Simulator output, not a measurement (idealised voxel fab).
Herein follows the process module entitled voxel self aligned contacts.
Square cells of 5 nm make up the cross-section cut, whose width is 230 nm.
We lay out every cross-section as a grid of square cells and spell it out in bands from the top down, where one band means one or more rows of cells. Top, bottom (nm), then materials left to right with widths (nm); lone material tagged "full width" fills the whole band edge to edge; "air" = empty space. Measure heights from 0. That's the level where, below it, the as-received wafer is all one material. The lowest band is bottomless and extends downward; write it as in "z 0 and below". A width such as "30 to 40" changes by the same amount from each row of cells to the next, from the band's top row to its bottom row. Basically "no alteration" means that step didn't change any cell in the cross-section. Any empty space of 8 cells or more lacking an open way to the top shows up in "Closed void inventory" as width x height at distance, distance from the left edge, in nm. Text after the settings on a step's line: the simulator's own remark on that step. overlay nm: where the mask lay relative to plan, measured to the right, on steps with a mask; negatives go left. The remainder of this document consists of a sequence of paired cross-sections. Each pair presents the cross-section prior to one process step together with the cross-section following it, the latter being rendered only as deep as the lowest band that underwent change. The intervening step, together with its settings, is stated beneath each pair. Because the pairs may originate from different runs of this module on the same starting wafer, a given pair is to be read as continuing from the preceding pair only where its entry headed "Structure before processing" so indicates.

**Structure before processing**
> z 60 to 50 | SiO2 full width
> z 50 to 30 | SiO2: 35 / SiN: 40 / SiO2: 20 / SiN: 40 / SiO2: 20 / SiN: 40 / SiO2: 35
> z 30 to 0 | SiO2: 35 / SiN: 5 / polySi: 30 / SiN: 5 / SiO2: 20 / SiN: 5 / polySi: 30 / SiN: 5 / SiO2: 20 / SiN: 5 / polySi: 30 / SiN: 5 / SiO2: 35
> z 0 to -5 | SiO2 full width
> z -5 and below | Si full width
> Closed void inventory: none

**Post-Process View**
> z 60 to 50 | SiO2: 70 / air: 35 / SiO2: 25 / air: 35 / SiO2: 65
> z 50 to 30 | SiO2: 35 / SiN: 40 / air: 20 / SiN: 40 / air: 20 / SiN: 40 / SiO2: 35
> z 30 to 0 | SiO2: 35 / SiN: 5 / polySi: 30 / SiN: 5 / air: 20 / SiN: 5 / polySi: 30 / SiN: 5 / air: 20 / SiN: 5 / polySi: 30 / SiN: 5 / SiO2: 35
> z 0 to -5 | SiO2: 75 / air: 20 / SiO2: 40 / air: 20 / SiO2: 75
> No changes below -5.
> Closed void inventory: none
What step was run between the cross-section before it and the cross-section after it, both above? op MASKED_ETCH | tone open | mask id CONTACT | width nm 35 | pitch nm 60 | etch materials SiO2 | depth nm 65 | overlay nm 0

Structure before processing: we pick up right where the pair above leaves off, with its after cross-section.

**Post-Process View**
> z 65 to 60 | TiN: 75 / air: 25 / TiN: 35 / air: 25 / TiN: 70
> z 60 to 50 | SiO2: 70 / TiN: 5 to 10 / air: 25 to 10 / TiN: 5 to 15 / SiO2: 25 / TiN: 5 to 10 / air: 25 to 10 / TiN: 5 to 15 / SiO2: 65
> z 50 to 30 | SiO2: 35 / SiN: 40 / TiN: 5 / air: 10 / TiN: 5 / SiN: 40 / TiN: 5 / air: 10 / TiN: 5 / SiN: 40 / SiO2: 35
> z 30 to 0 | SiO2: 35 / SiN: 5 / polySi: 30 / SiN: 5 / TiN: 5 / air: 10 / TiN: 5 / SiN: 5 / polySi: 30 / SiN: 5 / TiN: 5 / air: 10 / TiN: 5 / SiN: 5 / polySi: 30 / SiN: 5 / SiO2: 35
> z 0 to -5 | SiO2: 75 / TiN: 20 / SiO2: 40 / TiN: 20 / SiO2: 75
> No changes below -5.
> Closed void inventory: none
What step was run between the cross-section before it and the cross-section after it, both above? op CONFORMAL_DEP | material TiN | thk nm 5

Structure before processing: we pick up right where the pair above leaves off, with its after cross-section.

**Post-Process View**
> z 75 to 65 | W full width
> z 65 to 60 | TiN: 75 / W: 25 / TiN: 35 / W: 25 / TiN: 70
> z 60 to 50 | SiO2: 70 / TiN: 5 to 10 / W: 25 to 10 / TiN: 5 to 15 / SiO2: 25 / TiN: 5 to 10 / W: 25 to 10 / TiN: 5 to 15 / SiO2: 65
> z 50 to 30 | SiO2: 35 / SiN: 40 / TiN: 5 / W: 10 / TiN: 5 / SiN: 40 / TiN: 5 / W: 10 / TiN: 5 / SiN: 40 / SiO2: 35
> z 30 to 0 | SiO2: 35 / SiN: 5 / polySi: 30 / SiN: 5 / TiN: 5 / W: 10 / TiN: 5 / SiN: 5 / polySi: 30 / SiN: 5 / TiN: 5 / W: 10 / TiN: 5 / SiN: 5 / polySi: 30 / SiN: 5 / SiO2: 35
> No changes below 0.
> Closed void inventory: none
What step was run between the cross-section before it and the cross-section after it, both above? op FILL_DEP | material W | thk nm 10

Structure before processing: we pick up right where the pair above leaves off, with its after cross-section.

**Post-Process View**
> z 60 to 50 | SiO2: 70 / TiN: 5 to 10 / W: 25 to 10 / TiN: 5 to 15 / SiO2: 25 / TiN: 5 to 10 / W: 25 to 10 / TiN: 5 to 15 / SiO2: 65
> No changes below 50.
> Closed void inventory: none
What step was run between the cross-section before it and the cross-section after it, both above? op CMP | height nm 60

Structure before processing: we pick up right where the pair above leaves off, with its after cross-section.

**Post-Process View**
> z 65 to 60 | SiN full width
> No changes below 60.
> Closed void inventory: none
What step was run between the cross-section before it and the cross-section after it, both above? op CONFORMAL_DEP | material SiN | thk nm 5

**Structure before processing**
> z 60 to 50 | aC full width
> z 50 to 30 | SiN full width
> z 30 to 0 | polySi full width
> z 0 to -5 | SiO2 full width
> z -5 and below | Si full width
> Closed void inventory: none

**Post-Process View**
> z 85 to 60 | air: 45 / resist: 30 / air: 30 / resist: 30 / air: 30 / resist: 30 / air: 35
> No changes below 60.
> Closed void inventory: none
What step was run between the cross-section before it and the cross-section after it, both above? op PATTERN | tone cover | mask id GATE | material resist | width nm 30 | pitch nm 60 | thk nm 25 | overlay nm 5

Structure before processing: we pick up right where the pair above leaves off, with its after cross-section.

**Post-Process View**
> z 75 to 60 | air: 45 / resist: 30 / air: 30 / resist: 30 / air: 30 / resist: 30 / air: 35
> z 60 to 50 | air: 45 / aC: 30 / air: 30 / aC: 30 / air: 30 / aC: 30 / air: 35
> No changes below 50.
> Closed void inventory: none
What step was run between the cross-section before it and the cross-section after it, both above? op DIRECTIONAL_ETCH | etch materials aC | depth nm 10

Structure before processing: we pick up right where the pair above leaves off, with its after cross-section.

**Post-Process View**
> z 60 to 50 | air: 45 / aC: 30 / air: 30 / aC: 30 / air: 30 / aC: 30 / air: 35
> No changes below 50.
> Closed void inventory: none
What step was run between the cross-section before it and the cross-section after it, both above? op STRIP | etch materials resist

Structure before processing: we pick up right where the pair above leaves off, with its after cross-section.

**Post-Process View**
> z 60 to 50 | air: 45 / aC: 30 / air: 30 / aC: 30 / air: 30 / aC: 30 / air: 35
> z 50 to 30 | air: 45 / SiN: 30 / air: 30 / SiN: 30 / air: 30 / SiN: 30 / air: 35
> No changes below 30.
> Closed void inventory: none
What step was run between the cross-section before it and the cross-section after it, both above? op DIRECTIONAL_ETCH | etch materials SiN | depth nm 20

Structure before processing: we pick up right where the pair above leaves off, with its after cross-section.

**Post-Process View**
> z 60 to 50 | air: 45 / aC: 30 / air: 30 / aC: 30 / air: 30 / aC: 30 / air: 35
> z 50 to 30 | air: 45 / SiN: 30 / air: 30 / SiN: 30 / air: 30 / SiN: 30 / air: 35
> z 30 to 0 | air: 45 / polySi: 30 / air: 30 / polySi: 30 / air: 30 / polySi: 30 / air: 35
> No changes below 0.
> Closed void inventory: none
What step was run between the cross-section before it and the cross-section after it, both above? op DIRECTIONAL_ETCH | etch materials polySi | depth nm 30

Structure before processing: we pick up right where the pair above leaves off, with its after cross-section.

**Post-Process View**
> z 50 to 30 | air: 45 / SiN: 30 / air: 30 / SiN: 30 / air: 30 / SiN: 30 / air: 35
> No changes below 30.
> Closed void inventory: none
What step was run between the cross-section before it and the cross-section after it, both above? op STRIP | etch materials aC

Structure before processing: we pick up right where the pair above leaves off, with its after cross-section.

**Post-Process View**
> z 55 to 30 | air: 40 / SiN: 40 / air: 20 / SiN: 40 / air: 20 / SiN: 40 / air: 30
> z 30 to 5 | air: 40 / SiN: 5 / polySi: 30 / SiN: 5 / air: 20 / SiN: 5 / polySi: 30 / SiN: 5 / air: 20 / SiN: 5 / polySi: 30 / SiN: 5 / air: 30
> z 5 to 0 | SiN: 45 / polySi: 30 / SiN: 30 / polySi: 30 / SiN: 30 / polySi: 30 / SiN: 35
> No changes below 0.
> Closed void inventory: none
What step was run between the cross-section before it and the cross-section after it, both above? op CONFORMAL_DEP | material SiN | thk nm 5

Structure before processing: we pick up right where the pair above leaves off, with its after cross-section.

**Post-Process View**
> z 50 to 30 | air: 40 / SiN: 40 / air: 20 / SiN: 40 / air: 20 / SiN: 40 / air: 30
> z 30 to 0 | air: 40 / SiN: 5 / polySi: 30 / SiN: 5 / air: 20 / SiN: 5 / polySi: 30 / SiN: 5 / air: 20 / SiN: 5 / polySi: 30 / SiN: 5 / air: 30
> No changes below 0.
> Closed void inventory: none
What step was run between the cross-section before it and the cross-section after it, both above? op DIRECTIONAL_ETCH | etch materials SiN | depth nm 5

Structure before processing: we pick up right where the pair above leaves off, with its after cross-section.

**Post-Process View**
> z 65 to 50 | SiO2 full width
> z 50 to 30 | SiO2: 40 / SiN: 40 / SiO2: 20 / SiN: 40 / SiO2: 20 / SiN: 40 / SiO2: 30
> z 30 to 0 | SiO2: 40 / SiN: 5 / polySi: 30 / SiN: 5 / SiO2: 20 / SiN: 5 / polySi: 30 / SiN: 5 / SiO2: 20 / SiN: 5 / polySi: 30 / SiN: 5 / SiO2: 30
> No changes below 0.
> Closed void inventory: none
What step was run between the cross-section before it and the cross-section after it, both above? op FILL_DEP | material SiO2 | thk nm 15

Structure before processing: we pick up right where the pair above leaves off, with its after cross-section.

**Post-Process View**
> z 60 to 50 | SiO2 full width
> No changes below 50.
> Closed void inventory: none
What step was run between the cross-section before it and the cross-section after it, both above? op CMP | height nm 60

Structure before processing: we pick up right where the pair above leaves off, with its after cross-section.

**Post-Process View**
> z 60 to 50 | SiO2: 65 / air: 40 / SiO2: 20 / air: 40 / SiO2: 65
> z 50 to 30 | SiO2: 40 / SiN: 40 / air: 20 / SiN: 40 / air: 20 / SiN: 40 / SiO2: 30
> z 30 to 0 | SiO2: 40 / SiN: 5 / polySi: 30 / SiN: 5 / air: 20 / SiN: 5 / polySi: 30 / SiN: 5 / air: 20 / SiN: 5 / polySi: 30 / SiN: 5 / SiO2: 30
> z 0 to -5 | SiO2: 80 / air: 20 / SiO2: 40 / air: 20 / SiO2: 70
> No changes below -5.
> Closed void inventory: none
What step was run between the cross-section before it and the cross-section after it, both above? op MASKED_ETCH | tone open | mask id CONTACT | width nm 40 | pitch nm 60 | etch materials SiO2 | depth nm 65 | overlay nm 0

Structure before processing: we pick up right where the pair above leaves off, with its after cross-section.

**Post-Process View**
> z 65 to 60 | TiN: 70 / air: 30 / TiN: 30 / air: 30 / TiN: 70
> z 60 to 50 | SiO2: 65 / TiN: 5 to 20 / air: 30 to 10 / TiN: 5 to 10 / SiO2: 20 / TiN: 5 to 20 / air: 30 to 10 / TiN: 5 to 10 / SiO2: 65
> z 50 to 30 | SiO2: 40 / SiN: 40 / TiN: 5 / air: 10 / TiN: 5 / SiN: 40 / TiN: 5 / air: 10 / TiN: 5 / SiN: 40 / SiO2: 30
> z 30 to 0 | SiO2: 40 / SiN: 5 / polySi: 30 / SiN: 5 / TiN: 5 / air: 10 / TiN: 5 / SiN: 5 / polySi: 30 / SiN: 5 / TiN: 5 / air: 10 / TiN: 5 / SiN: 5 / polySi: 30 / SiN: 5 / SiO2: 30
> z 0 to -5 | SiO2: 80 / TiN: 20 / SiO2: 40 / TiN: 20 / SiO2: 70
> No changes below -5.
> Closed void inventory: none
What step was run between the cross-section before it and the cross-section after it, both above? op CONFORMAL_DEP | material TiN | thk nm 5

Structure before processing: we pick up right where the pair above leaves off, with its after cross-section.

**Post-Process View**
> z 75 to 65 | W full width
> z 65 to 60 | TiN: 70 / W: 30 / TiN: 30 / W: 30 / TiN: 70
> z 60 to 50 | SiO2: 65 / TiN: 5 to 20 / W: 30 to 10 / TiN: 5 to 10 / SiO2: 20 / TiN: 5 to 20 / W: 30 to 10 / TiN: 5 to 10 / SiO2: 65
> z 50 to 30 | SiO2: 40 / SiN: 40 / TiN: 5 / W: 10 / TiN: 5 / SiN: 40 / TiN: 5 / W: 10 / TiN: 5 / SiN: 40 / SiO2: 30
> z 30 to 0 | SiO2: 40 / SiN: 5 / polySi: 30 / SiN: 5 / TiN: 5 / W: 10 / TiN: 5 / SiN: 5 / polySi: 30 / SiN: 5 / TiN: 5 / W: 10 / TiN: 5 / SiN: 5 / polySi: 30 / SiN: 5 / SiO2: 30
> No changes below 0.
> Closed void inventory: none
What step was run between the cross-section before it and the cross-section after it, both above? op FILL_DEP | material W | thk nm 10

Structure before processing: we pick up right where the pair above leaves off, with its after cross-section.

**Post-Process View**
> z 60 to 50 | SiO2: 65 / TiN: 5 to 20 / W: 30 to 10 / TiN: 5 to 10 / SiO2: 20 / TiN: 5 to 20 / W: 30 to 10 / TiN: 5 to 10 / SiO2: 65
> No changes below 50.
> Closed void inventory: none
What step was run between the cross-section before it and the cross-section after it, both above? op CMP | height nm 60

Structure before processing: we pick up right where the pair above leaves off, with its after cross-section.

**Post-Process View**
> z 65 to 60 | SiN full width
> No changes below 60.
> Closed void inventory: none
What step was run between the cross-section before it and the cross-section after it, both above? op CONFORMAL_DEP | material SiN | thk nm 5

**Structure before processing**
> z 50 to 30 | air: 35 / SiN: 40 / air: 20 / SiN: 40 / air: 20 / SiN: 40 / air: 35
> z 30 to 0 | air: 35 / SiN: 5 / polySi: 30 / SiN: 5 / air: 20 / SiN: 5 / polySi: 30 / SiN: 5 / air: 20 / SiN: 5 / polySi: 30 / SiN: 5 / air: 35
> z 0 to -5 | SiO2 full width
> z -5 and below | Si full width
> Closed void inventory: none

**Post-Process View**
> z 65 to 50 | TiN full width
> z 50 to 30 | TiN: 35 / SiN: 40 / TiN: 20 / SiN: 40 / TiN: 20 / SiN: 40 / TiN: 35
> z 30 to 0 | TiN: 35 / SiN: 5 / polySi: 30 / SiN: 5 / TiN: 20 / SiN: 5 / polySi: 30 / SiN: 5 / TiN: 20 / SiN: 5 / polySi: 30 / SiN: 5 / TiN: 35
> No changes below 0.
> Closed void inventory: none
What step was run between the cross-section before it and the cross-section after it, both above? op FILL_DEP | material TiN | thk nm 15

Structure before processing: we pick up right where the pair above leaves off, with its after cross-section.

**Post-Process View**
> z 60 to 50 | TiN full width
> No changes below 50.
> Closed void inventory: none
What step was run between the cross-section before it and the cross-section after it, both above? op CMP | height nm 60

Structure before processing: we pick up right where the pair above leaves off, with its after cross-section.

**Post-Process View**
> z 65 to 50 | TiN full width
> No changes below 50.
> Closed void inventory: none
What step was run between the cross-section before it and the cross-section after it, both above? op CONFORMAL_DEP | material TiN | thk nm 5

Structure before processing: we pick up right where the pair above leaves off, with its after cross-section.

**Post-Process View**
> z 75 to 65 | W full width
> No changes below 65.
> Closed void inventory: none
What step was run between the cross-section before it and the cross-section after it, both above? op FILL_DEP | material W | thk nm 10

Structure before processing: we pick up right where the pair above leaves off, with its after cross-section.

**Post-Process View**
> z 60 to 50 | TiN full width
> No changes below 50.
> Closed void inventory: none
What step was run between the cross-section before it and the cross-section after it, both above? op CMP | height nm 60

Structure before processing: we pick up right where the pair above leaves off, with its after cross-section.

**Post-Process View**
> z 65 to 60 | SiN full width
> No changes below 60.
> Closed void inventory: none
What step was run between the cross-section before it and the cross-section after it, both above? op CONFORMAL_DEP | material SiN | thk nm 5

**Structure before processing**
> z 60 to 50 | SiO2 full width
> z 50 to 30 | SiO2: 35 / SiN: 40 / SiO2: 20 / SiN: 40 / SiO2: 20 / SiN: 40 / SiO2: 35
> z 30 to 0 | SiO2: 35 / SiN: 5 / polySi: 30 / SiN: 5 / SiO2: 20 / SiN: 5 / polySi: 30 / SiN: 5 / SiO2: 20 / SiN: 5 / polySi: 30 / SiN: 5 / SiO2: 35
> z 0 to -5 | SiO2 full width
> z -5 and below | Si full width
> Closed void inventory: none

**Post-Process View**
> z 60 to 50 | air: 65 / SiO2: 40 / air: 20 / SiO2: 40 / air: 65
> z 50 to 30 | air: 35 / SiN: 40 / SiO2: 20 / SiN: 40 / SiO2: 20 / SiN: 40 / air: 35
> z 30 to 0 | air: 35 / SiN: 5 / polySi: 30 / SiN: 5 / SiO2: 20 / SiN: 5 / polySi: 30 / SiN: 5 / SiO2: 20 / SiN: 5 / polySi: 30 / SiN: 5 / air: 35
> z 0 to -5 | air: 35 / SiO2: 160 / air: 35
> No changes below -5.
> Closed void inventory: none
What step was run between the cross-section before it and the cross-section after it, both above? op MASKED_ETCH | tone cover | mask id CONTACT | width nm 40 | pitch nm 60 | etch materials SiO2 | depth nm 65 | overlay nm 0

Structure before processing: we pick up right where the pair above leaves off, with its after cross-section.

**Post-Process View**
> z 65 to 60 | air: 60 / TiN: 50 / air: 10 / TiN: 50 / air: 60
> z 60 to 55 | air: 60 / TiN: 5 / SiO2: 40 / TiN: 5 / air: 10 / TiN: 5 / SiO2: 40 / TiN: 5 / air: 60
> z 55 to 50 | air: 30 / TiN: 35 / SiO2: 40 / TiN: 20 / SiO2: 40 / TiN: 35 / air: 30
> z 50 to 30 | air: 30 / TiN: 5 / SiN: 40 / SiO2: 20 / SiN: 40 / SiO2: 20 / SiN: 40 / TiN: 5 / air: 30
> z 30 to 0 | air: 30 / TiN: 5 / SiN: 5 / polySi: 30 / SiN: 5 / SiO2: 20 / SiN: 5 / polySi: 30 / SiN: 5 / SiO2: 20 / SiN: 5 / polySi: 30 / SiN: 5 / TiN: 5 / air: 30
> z 0 to -5 | TiN: 35 / SiO2: 160 / TiN: 35
> No changes below -5.
> Closed void inventory: none
What step was run between the cross-section before it and the cross-section after it, both above? op CONFORMAL_DEP | material TiN | thk nm 5

Structure before processing: we pick up right where the pair above leaves off, with its after cross-section.

**Post-Process View**
> z 75 to 65 | W full width
> z 65 to 60 | W: 60 / TiN: 50 / W: 10 / TiN: 50 / W: 60
> z 60 to 55 | W: 60 / TiN: 5 / SiO2: 40 / TiN: 5 / W: 10 / TiN: 5 / SiO2: 40 / TiN: 5 / W: 60
> z 55 to 50 | W: 30 / TiN: 35 / SiO2: 40 / TiN: 20 / SiO2: 40 / TiN: 35 / W: 30
> z 50 to 30 | W: 30 / TiN: 5 / SiN: 40 / SiO2: 20 / SiN: 40 / SiO2: 20 / SiN: 40 / TiN: 5 / W: 30
> z 30 to 0 | W: 30 / TiN: 5 / SiN: 5 / polySi: 30 / SiN: 5 / SiO2: 20 / SiN: 5 / polySi: 30 / SiN: 5 / SiO2: 20 / SiN: 5 / polySi: 30 / SiN: 5 / TiN: 5 / W: 30
> No changes below 0.
> Closed void inventory: none
What step was run between the cross-section before it and the cross-section after it, both above? op FILL_DEP | material W | thk nm 10

Structure before processing: we pick up right where the pair above leaves off, with its after cross-section.

**Post-Process View**
> z 60 to 55 | W: 60 / TiN: 5 / SiO2: 40 / TiN: 5 / W: 10 / TiN: 5 / SiO2: 40 / TiN: 5 / W: 60
> No changes below 55.
> Closed void inventory: none
What step was run between the cross-section before it and the cross-section after it, both above? op CMP | height nm 60

Structure before processing: we pick up right where the pair above leaves off, with its after cross-section.

**Post-Process View**
> z 65 to 60 | SiN full width
> No changes below 60.
> Closed void inventory: none
What step was run between the cross-section before it and the cross-section after it, both above? op CONFORMAL_DEP | material SiN | thk nm 5
